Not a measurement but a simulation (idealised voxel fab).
process module | voxel gate over fins
cross-section cut | 210 nm wide | cells 5 nm
A cross-section is a grid of square cells, given in bands from the top down. A band is one or more rows of cells.
Each band's line starts with the height of the band's top and of its bottom, in nm. Then come its materials from left to right, each with its width in nm. One material with "throughout" fills the band from edge to edge. "air" is empty space.
Height 0 is the level under which the wafer as received is all one material. The lowest band goes on downwards, as in "0 down".
A width such as "30 to 40" changes by the same amount from each row of cells to the next, from the band's top row to its bottom row.
"no change" after a step means that no cell of the cross-section changed.
closed voids: empty space of 8 cells or more with no open way to the top, each as width x height at its distance from the left edge, in nm
after a step's settings: what the simulator itself notes on the step
overlay nm, on a step with a mask: how far to the right of its planned place the mask lay; to the left if negative
plan
1 op RECEIVE | material Si
2 op CONFORMAL_DEP | material SiN | thk nm 10
3 op DIRECTIONAL_DEP | material aC | thk nm 10
4 op PATTERN | tone cover | mask id FINS | material resist | width nm 15 | pitch nm 55 | thk nm 30 | overlay nm 0
5 op DIRECTIONAL_ETCH | etch materials aC | depth nm 10
6 op STRIP | etch materials resist
7 op DIRECTIONAL_ETCH | etch materials SiN | depth nm 10
8 op DIRECTIONAL_ETCH | etch materials Si | depth nm 35
9 op STRIP | etch materials aC
10 op FILL_DEP | material SiO2 | thk nm 15
11 op CMP | height nm 10
12 op DIRECTIONAL_DEP | material aC | thk nm 10
13 op PATTERN | tone open | mask id RAIL | material resist | width nm 15 | thk nm 25 | overlay nm 0
14 op DIRECTIONAL_ETCH | etch materials aC | depth nm 10
15 op STRIP | etch materials resist
16 op DIRECTIONAL_ETCH | etch materials SiO2 | depth nm 40
17 op STRIP | etch materials aC
18 op CONFORMAL_DEP | material TiN | thk nm 5
19 op FILL_DEP | material W | thk nm 10
20 op CMP | height nm 10
21 op SELECTIVE_ETCH | etch materials W Ru TiN | depth nm 30
22 op FILL_DEP | material SiO2 | thk nm 5
23 op CMP | height nm 10
24 op SELECTIVE_ETCH | etch materials SiO2 | depth nm 20
25 op STRIP | etch materials SiN
26 op CONFORMAL_DEP | material HfO2 | thk nm 5
27 op CONFORMAL_DEP | material TiN | thk nm 5
28 op CONFORMAL_DEP | material TiAl | thk nm 5
29 op CONFORMAL_DEP | material TiN | thk nm 5
30 op FILL_DEP | material W | thk nm 15
31 op CMP | height nm 30
32 op CONFORMAL_DEP | material SiCN | thk nm 10
as received, after step 1
  0 down: Si throughout
  closed voids: none
a wafer at the end: this start, this plan, one mistake
  40 to 30: SiCN throughout
  30 to 20: Ru throughout
  20 to 15: Ru 20 | TiN 165 | Ru 25
  15 to 10: Ru 20 | TiN 5 | TiAl 45 | TiN 10 | TiAl 45 | TiN 10 | TiAl 45 | TiN 5 | Ru 25
  10 to 5: TiN 25 | TiAl 5 | TiN 35 | TiAl 5 | TiN 10 | TiAl 5 | TiN 35 | TiAl 5 | TiN 10 | TiAl 5 | TiN 35 | TiAl 5 | TiN 30
  5 to 0: TiAl 30 | TiN 5 | HfO2 25 | TiN 5 | TiAl 20 | TiN 5 | HfO2 25 | TiN 5 | TiAl 20 | TiN 5 | HfO2 25 | TiN 5 | TiAl 35
  0 to -5: TiN 35 | HfO2 5 | Si 15 | HfO2 5 | TiN 30 | HfO2 5 | Si 15 | HfO2 5 | TiN 30 | HfO2 5 | Si 15 | HfO2 5 | TiN 40
  -5 to -10: HfO2 40 | Si 15 | HfO2 40 | Si 15 | HfO2 40 | Si 15 | HfO2 45
  -10 to -20: SiO2 40 | Si 15 | SiO2 40 | Si 15 | SiO2 40 | Si 15 | SiO2 45
  -20 to -25: SiO2 40 | Si 15 | SiO2 10 | TiN 5 | W 5 | TiN 5 | SiO2 15 | Si 15 | SiO2 40 | Si 15 | SiO2 45
  -25 to -30: SiO2 40 | Si 15 | SiO2 10 | TiN 15 | SiO2 15 | Si 15 | SiO2 40 | Si 15 | SiO2 45
  -30 to -35: SiO2 40 | Si 15 | SiO2 40 | Si 15 | SiO2 40 | Si 15 | SiO2 45
  -35 down: Si throughout
  closed voids: none
what went wrong: step 30 ran as: op FILL_DEP | material Ru | thk nm 15
